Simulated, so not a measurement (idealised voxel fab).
You're looking at the process module voxel capacitor over wiring.
We display cut, a cross-section 235 nm in width whose square cells are each 5 nm.
A cross-section is a grid of square cells, given in bands from the top down. A band is one or more rows of cells. Heads up on the band format: heights come first, top then bottom, in nm. After that it's the materials left to right, each with its width in nm. A single material flagged "all across" fills the whole band edge to edge, and "blank" means there's empty space there. The level at which height equals 0 is the one under which the wafer, as it arrives, is entirely one material. No lower edge exists for the bottom band, which continues downward and is notated as in "0..down". A width given as "30->40" starts at the first number in the band's top row and ends at the second number in its bottom row, shifting by an equal amount at every step from row to row. "nothing was modified" (step): cross-section cells unchanged, all of them. Look at "Closed-off voids" for the closed voids: empty spaces with no open path to the top, sized 8 cells or up. Each is width x height at distance, distance from the left edge, all nm. Where a step's line continues beyond its settings, the continuation is a remark by the simulator itself on that step. The setting "overlay nm" may be written on the line of a step. When the step uses a mask, the value reports how far to the right of the planned place the mask lay, and a negative value reports that it lay to the left.
-- Listed below are the process steps as planned
| 1 | RECEIVE, material Si |
| 2 | CONFORMAL_DEP, material SiO2, thk nm 15 |
| 3 | CONFORMAL_DEP, material SiCN, thk nm 5 |
| 4 | DIRECTIONAL_DEP, material SiO2, thk nm 25 |
| 5 | MASKED_ETCH, tone open, mask id METAL_1, width nm 30, pitch nm 85, etch materials SiO2, depth nm 25, overlay nm 0 |
| 6 | MASKED_ETCH, tone open, mask id METAL_1, width nm 30, pitch nm 85, etch materials SiCN, depth nm 5, overlay nm 0 |
| 7 | CONFORMAL_DEP, material TiN, thk nm 5 |
| 8 | FILL_DEP, material Cu, thk nm 5 |
| 9 | CMP, height nm 45 |
| 10 | CONFORMAL_DEP, material SiCN, thk nm 5 |
| 11 | DIRECTIONAL_DEP, material SiO2, thk nm 20 |
| 12 | DIRECTIONAL_DEP, material aC, thk nm 15 |
| 13 | PATTERN, tone open, mask id PLUG_1, material resist, width nm 15, thk nm 30, overlay nm 0 |
| 14 | DIRECTIONAL_ETCH, etch materials aC, depth nm 15 |
| 15 | STRIP, etch materials resist |
| 16 | DIRECTIONAL_ETCH, etch materials SiO2, depth nm 20 |
| 17 | DIRECTIONAL_ETCH, etch materials SiCN, depth nm 5 |
| 18 | STRIP, etch materials aC |
| 19 | CONFORMAL_DEP, material TiN, thk nm 5 |
| 20 | FILL_DEP, material Cu, thk nm 10 |
| 21 | CMP, height nm 70 |
| 22 | DIRECTIONAL_DEP, material TiN, thk nm 10 |
| 23 | DIRECTIONAL_DEP, material HfO2, thk nm 5 |
| 24 | DIRECTIONAL_DEP, material TiN, thk nm 10 |
| 25 | PATTERN, tone cover, mask id UPPER_PLATE, material resist, width nm 60, thk nm 15, overlay nm 0 |
| 26 | DIRECTIONAL_ETCH, etch materials TiN, depth nm 10 |
| 27 | DIRECTIONAL_ETCH, etch materials HfO2, depth nm 5 |
| 28 | STRIP, etch materials resist |
| 29 | MASKED_ETCH, tone cover, mask id LOWER_PLATE, width nm 70, etch materials TiN, depth nm 10, overlay nm 0 |
| 30 | FILL_DEP, material SiO2, thk nm 15 |
| 31 | CMP, height nm 105 |
| 32 | DIRECTIONAL_DEP, material aC, thk nm 15 |
| 33 | PATTERN, tone open, mask id PLUG_2, material resist, width nm 15, thk nm 30, overlay nm 0 |
| 34 | DIRECTIONAL_ETCH, etch materials aC, depth nm 15 |
| 35 | STRIP, etch materials resist |
| 36 | DIRECTIONAL_ETCH, etch materials SiO2, depth nm 10 |
| 37 | STRIP, etch materials aC |
| 38 | CONFORMAL_DEP, material TiN, thk nm 5 |
| 39 | FILL_DEP, material Ru, thk nm 10 |
| 40 | CMP, height nm 105 |
| 41 | CONFORMAL_DEP, material SiN, thk nm 5 |
-- The first of two wafers, run as planned
-- Cross-section of the incoming wafer, state after step 1
0..down | Si all across
Closed-off voids: none
-- Sectional view: wafer, after step 2
15..0 | SiO2 all across
Note: structure below 0 unchanged.
-- Sectional view: wafer, after step 3
20..15 | SiCN all across
Note: structure below 15 unchanged.
-- Sectional view: wafer, after step 4
45..20 | SiO2 all across
Note: structure below 20 unchanged.
-- Sectional view: wafer, after step 5
45..20 | 60 SiO2  30 blank  55 SiO2  30 blank  60 SiO2
Note: structure below 20 unchanged.
-- Sectional view: wafer, after step 6
45..20 | 60 SiO2  30 blank  55 SiO2  30 blank  60 SiO2
20..15 | 60 SiCN  30 blank  55 SiCN  30 blank  60 SiCN
Note: structure below 15 unchanged.
-- Sectional view: wafer, after step 7
50..45 | 65 TiN  20 blank  65 TiN  20 blank  65 TiN
45..20 | 60 SiO2  5 TiN  20 blank  5 TiN  55 SiO2  5 TiN  20 blank  5 TiN  60 SiO2
20..15 | 60 SiCN  30 TiN  55 SiCN  30 TiN  60 SiCN
Note: structure below 15 unchanged.
-- Sectional view: wafer, after step 8
55..50 | Cu all across
50..45 | 65 TiN  20 Cu  65 TiN  20 Cu  65 TiN
45..20 | 60 SiO2  5 TiN  20 Cu  5 TiN  55 SiO2  5 TiN  20 Cu  5 TiN  60 SiO2
Note: structure below 20 unchanged.
-- Sectional view: wafer, after step 9
45..20 | 60 SiO2  5 TiN  20 Cu  5 TiN  55 SiO2  5 TiN  20 Cu  5 TiN  60 SiO2
Note: structure below 20 unchanged.
-- Sectional view: wafer, after step 10
50..45 | SiCN all across
Note: structure below 45 unchanged.
-- Sectional view: wafer, after step 11
70..50 | SiO2 all across
Note: structure below 50 unchanged.
-- Sectional view: wafer, after step 12
85..70 | aC all across
Note: structure below 70 unchanged.
-- Sectional view: wafer, after step 13
115..85 | 75 resist  15 blank  145 resist
Note: structure below 85 unchanged.
-- Sectional view: wafer, after step 14
100..85 | 75 resist  15 blank  145 resist
85..70 | 75 aC  15 blank  145 aC
Note: structure below 70 unchanged.
-- Sectional view: wafer, after step 15
85..70 | 75 aC  15 blank  145 aC
Note: structure below 70 unchanged.
-- Sectional view: wafer, after step 16
85..70 | 75 aC  15 blank  145 aC
70..50 | 75 SiO2  15 blank  145 SiO2
Note: structure below 50 unchanged.
-- Sectional view: wafer, after step 17
85..70 | 75 aC  15 blank  145 aC
70..50 | 75 SiO2  15 blank  145 SiO2
50..45 | 75 SiCN  15 blank  145 SiCN
Note: structure below 45 unchanged.
-- Sectional view: wafer, after step 18
70..50 | 75 SiO2  15 blank  145 SiO2
Note: structure below 50 unchanged.
-- Sectional view: wafer, after step 19
75..70 | 80 TiN  5 blank  150 TiN
70..50 | 75 SiO2  5 TiN  5 blank  5 TiN  145 SiO2
50..45 | 75 SiCN  15 TiN  145 SiCN
Note: structure below 45 unchanged.
-- Sectional view: wafer, after step 20
85..75 | Cu all across
75..70 | 80 TiN  5 Cu  150 TiN
70..50 | 75 SiO2  5 TiN  5 Cu  5 TiN  145 SiO2
Note: structure below 50 unchanged.
-- Sectional view: wafer, after step 21
70..50 | 75 SiO2  5 TiN  5 Cu  5 TiN  145 SiO2
Note: structure below 50 unchanged.
-- Sectional view: wafer, after step 22
80..70 | TiN all across
Note: structure below 70 unchanged.
-- Sectional view: wafer, after step 23
85..80 | HfO2 all across
Note: structure below 80 unchanged.
-- Sectional view: wafer, after step 24
95..85 | TiN all across
Note: structure below 85 unchanged.
-- Sectional view: wafer, after step 25
110..95 | 75 blank  60 resist  100 blank
Note: structure below 95 unchanged.
-- Sectional view: wafer, after step 26
110..95 | 75 blank  60 resist  100 blank
95..85 | 75 blank  60 TiN  100 blank
Note: structure below 85 unchanged.
-- Sectional view: wafer, after step 27
110..95 | 75 blank  60 resist  100 blank
95..85 | 75 blank  60 TiN  100 blank
85..80 | 75 blank  60 HfO2  100 blank
Note: structure below 80 unchanged.
-- Sectional view: wafer, after step 28
95..85 | 75 blank  60 TiN  100 blank
Note: structure below 85 unchanged.
-- Sectional view: wafer, after step 29
95..85 | 75 blank  60 TiN  100 blank
85..80 | 75 blank  60 HfO2  100 blank
80..70 | 70 blank  70 TiN  95 blank
Note: structure below 70 unchanged.
-- Sectional view: wafer, after step 30
110..95 | SiO2 all across
95..85 | 75 SiO2  60 TiN  100 SiO2
85..80 | 75 SiO2  60 HfO2  100 SiO2
80..70 | 70 SiO2  70 TiN  95 SiO2
Note: structure below 70 unchanged.
-- Sectional view: wafer, after step 31
105..95 | SiO2 all across
Note: structure below 95 unchanged.
-- Sectional view: wafer, after step 32
120..105 | aC all across
Note: structure below 105 unchanged.
-- Sectional view: wafer, after step 33
150..120 | 85 resist  15 blank  135 resist
Note: structure below 120 unchanged.
-- Sectional view: wafer, after step 34
135..120 | 85 resist  15 blank  135 resist
120..105 | 85 aC  15 blank  135 aC
Note: structure below 105 unchanged.
-- Sectional view: wafer, after step 35
120..105 | 85 aC  15 blank  135 aC
Note: structure below 105 unchanged.
-- Sectional view: wafer, after step 36
120..105 | 85 aC  15 blank  135 aC
105..95 | 85 SiO2  15 blank  135 SiO2
Note: structure below 95 unchanged.
-- Sectional view: wafer, after step 37
105..95 | 85 SiO2  15 blank  135 SiO2
Note: structure below 95 unchanged.
-- Sectional view: wafer, after step 38
110..105 | 90 TiN  5 blank  140 TiN
105..100 | 85 SiO2  5 TiN  5 blank  5 TiN  135 SiO2
100..95 | 85 SiO2  15 TiN  135 SiO2
Note: structure below 95 unchanged.
-- Sectional view: wafer, after step 39
120..110 | Ru all across
110..105 | 90 TiN  5 Ru  140 TiN
105..100 | 85 SiO2  5 TiN  5 Ru  5 TiN  135 SiO2
Note: structure below 100 unchanged.
-- Sectional view: wafer, after step 40
105..100 | 85 SiO2  5 TiN  5 Ru  5 TiN  135 SiO2
Note: structure below 100 unchanged.
-- Sectional view: wafer, after step 41
110..105 | SiN all across
Note: structure below 105 unchanged.
-- It is to be noted that the second wafer proceeded from the same initial state and according to the same plan as the first, although one mistake was committed in its execution; through step 4, inclusive, the two wafers share an identical history
-- Second wafer profile in section, at the moment step 5 of the plan was meant to be complete
45..20 | 60 blank  30 SiO2  55 blank  30 SiO2  60 blank
Note: structure below 20 unchanged.
Second wafer profile in section, at the moment step 6 of the plan was meant to be complete: nothing was modified
-- Second wafer profile in section, at the moment step 7 of the plan was meant to be complete
50..45 | 55 blank  40 TiN  45 blank  40 TiN  55 blank
45..25 | 55 blank  5 TiN  30 SiO2  5 TiN  45 blank  5 TiN  30 SiO2  5 TiN  55 blank
25..20 | 60 TiN  30 SiO2  55 TiN  30 SiO2  60 TiN
Note: structure below 20 unchanged.
-- Second wafer profile in section, at the moment step 8 of the plan was meant to be complete
55..50 | Cu all across
50..45 | 55 Cu  40 TiN  45 Cu  40 TiN  55 Cu
45..25 | 55 Cu  5 TiN  30 SiO2  5 TiN  45 Cu  5 TiN  30 SiO2  5 TiN  55 Cu
Note: structure below 25 unchanged.
-- Second wafer profile in section, at the moment step 9 of the plan was meant to be complete
45..25 | 55 Cu  5 TiN  30 SiO2  5 TiN  45 Cu  5 TiN  30 SiO2  5 TiN  55 Cu
Note: structure below 25 unchanged.
-- Second wafer profile in section, at the moment step 10 of the plan was meant to be complete
50..45 | SiCN all across
Note: structure below 45 unchanged.
-- Second wafer profile in section, at the moment step 11 of the plan was meant to be complete
70..50 | SiO2 all across
Note: structure below 50 unchanged.
-- Second wafer profile in section, at the moment step 12 of the plan was meant to be complete
85..70 | aC all across
Note: structure below 70 unchanged.
-- Second wafer profile in section, at the moment step 13 of the plan was meant to be complete
115..85 | 75 resist  15 blank  145 resist
Note: structure below 85 unchanged.
-- Second wafer profile in section, at the moment step 14 of the plan was meant to be complete
100..85 | 75 resist  15 blank  145 resist
85..70 | 75 aC  15 blank  145 aC
Note: structure below 70 unchanged.
-- Second wafer profile in section, at the moment step 15 of the plan was meant to be complete
85..70 | 75 aC  15 blank  145 aC
Note: structure below 70 unchanged.
-- Second wafer profile in section, at the moment step 16 of the plan was meant to be complete
85..70 | 75 aC  15 blank  145 aC
70..50 | 75 SiO2  15 blank  145 SiO2
Note: structure below 50 unchanged.
-- Second wafer profile in section, at the moment step 17 of the plan was meant to be complete
85..70 | 75 aC  15 blank  145 aC
70..50 | 75 SiO2  15 blank  145 SiO2
50..45 | 75 SiCN  15 blank  145 SiCN
Note: structure below 45 unchanged.
-- Second wafer profile in section, at the moment step 18 of the plan was meant to be complete
70..50 | 75 SiO2  15 blank  145 SiO2
Note: structure below 50 unchanged.
-- Second wafer profile in section, at the moment step 19 of the plan was meant to be complete
75..70 | 80 TiN  5 blank  150 TiN
70..50 | 75 SiO2  5 TiN  5 blank  5 TiN  145 SiO2
50..45 | 75 SiCN  15 TiN  145 SiCN
Note: structure below 45 unchanged.
-- Second wafer profile in section, at the moment step 20 of the plan was meant to be complete
85..75 | Cu all across
75..70 | 80 TiN  5 Cu  150 TiN
70..50 | 75 SiO2  5 TiN  5 Cu  5 TiN  145 SiO2
Note: structure below 50 unchanged.
-- Second wafer profile in section, at the moment step 21 of the plan was meant to be complete
70..50 | 75 SiO2  5 TiN  5 Cu  5 TiN  145 SiO2
Note: structure below 50 unchanged.
-- Second wafer profile in section, at the moment step 22 of the plan was meant to be complete
80..70 | TiN all across
Note: structure below 70 unchanged.
-- Second wafer profile in section, at the moment step 23 of the plan was meant to be complete
85..80 | HfO2 all across
Note: structure below 80 unchanged.
-- Second wafer profile in section, at the moment step 24 of the plan was meant to be complete
95..85 | TiN all across
Note: structure below 85 unchanged.
-- Second wafer profile in section, at the moment step 25 of the plan was meant to be complete
110..95 | 75 blank  60 resist  100 blank
Note: structure below 95 unchanged.
-- Second wafer profile in section, at the moment step 26 of the plan was meant to be complete
110..95 | 75 blank  60 resist  100 blank
95..85 | 75 blank  60 TiN  100 blank
Note: structure below 85 unchanged.
-- Second wafer profile in section, at the moment step 27 of the plan was meant to be complete
110..95 | 75 blank  60 resist  100 blank
95..85 | 75 blank  60 TiN  100 blank
85..80 | 75 blank  60 HfO2  100 blank
Note: structure below 80 unchanged.
-- Second wafer profile in section, at the moment step 28 of the plan was meant to be complete
95..85 | 75 blank  60 TiN  100 blank
Note: structure below 85 unchanged.
-- Second wafer profile in section, at the moment step 29 of the plan was meant to be complete
95..85 | 75 blank  60 TiN  100 blank
85..80 | 75 blank  60 HfO2  100 blank
80..70 | 70 blank  70 TiN  95 blank
Note: structure below 70 unchanged.
-- Second wafer profile in section, at the moment step 30 of the plan was meant to be complete
110..95 | SiO2 all across
95..85 | 75 SiO2  60 TiN  100 SiO2
85..80 | 75 SiO2  60 HfO2  100 SiO2
80..70 | 70 SiO2  70 TiN  95 SiO2
Note: structure below 70 unchanged.
-- Second wafer profile in section, at the moment step 31 of the plan was meant to be complete
105..95 | SiO2 all across
Note: structure below 95 unchanged.
-- Second wafer profile in section, at the moment step 32 of the plan was meant to be complete
120..105 | aC all across
Note: structure below 105 unchanged.
-- Second wafer profile in section, at the moment step 33 of the plan was meant to be complete
150..120 | 85 resist  15 blank  135 resist
Note: structure below 120 unchanged.
-- Second wafer profile in section, at the moment step 34 of the plan was meant to be complete
135..120 | 85 resist  15 blank  135 resist
120..105 | 85 aC  15 blank  135 aC
Note: structure below 105 unchanged.
-- Second wafer profile in section, at the moment step 35 of the plan was meant to be complete
120..105 | 85 aC  15 blank  135 aC
Note: structure below 105 unchanged.
-- Second wafer profile in section, at the moment step 36 of the plan was meant to be complete
120..105 | 85 aC  15 blank  135 aC
105..95 | 85 SiO2  15 blank  135 SiO2
Note: structure below 95 unchanged.
-- Second wafer profile in section, at the moment step 37 of the plan was meant to be complete
105..95 | 85 SiO2  15 blank  135 SiO2
Note: structure below 95 unchanged.
-- Second wafer profile in section, at the moment step 38 of the plan was meant to be complete
110..105 | 90 TiN  5 blank  140 TiN
105..100 | 85 SiO2  5 TiN  5 blank  5 TiN  135 SiO2
100..95 | 85 SiO2  15 TiN  135 SiO2
Note: structure below 95 unchanged.
-- Second wafer profile in section, at the moment step 39 of the plan was meant to be complete
120..110 | Ru all across
110..105 | 90 TiN  5 Ru  140 TiN
105..100 | 85 SiO2  5 TiN  5 Ru  5 TiN  135 SiO2
Note: structure below 100 unchanged.
-- Second wafer profile in section, at the moment step 40 of the plan was meant to be complete
105..100 | 85 SiO2  5 TiN  5 Ru  5 TiN  135 SiO2
Note: structure below 100 unchanged.
-- Second wafer profile in section, at the moment step 41 of the plan was meant to be complete
110..105 | SiN all across
Note: structure below 105 unchanged.
Which mistake was made when the wafer was run? step 5 ran differently from the plan; actual operation with settings: MASKED_ETCH, tone cover, mask id METAL_1, width nm 30, pitch nm 85, etch materials SiO2, depth nm 25, overlay nm 0
Count the cells at the end and the second wafer has more or fewer of some materials than the first: 84 more of Cu | 12 more of SiCN | 115 fewer of SiO2 | 19 more of TiN
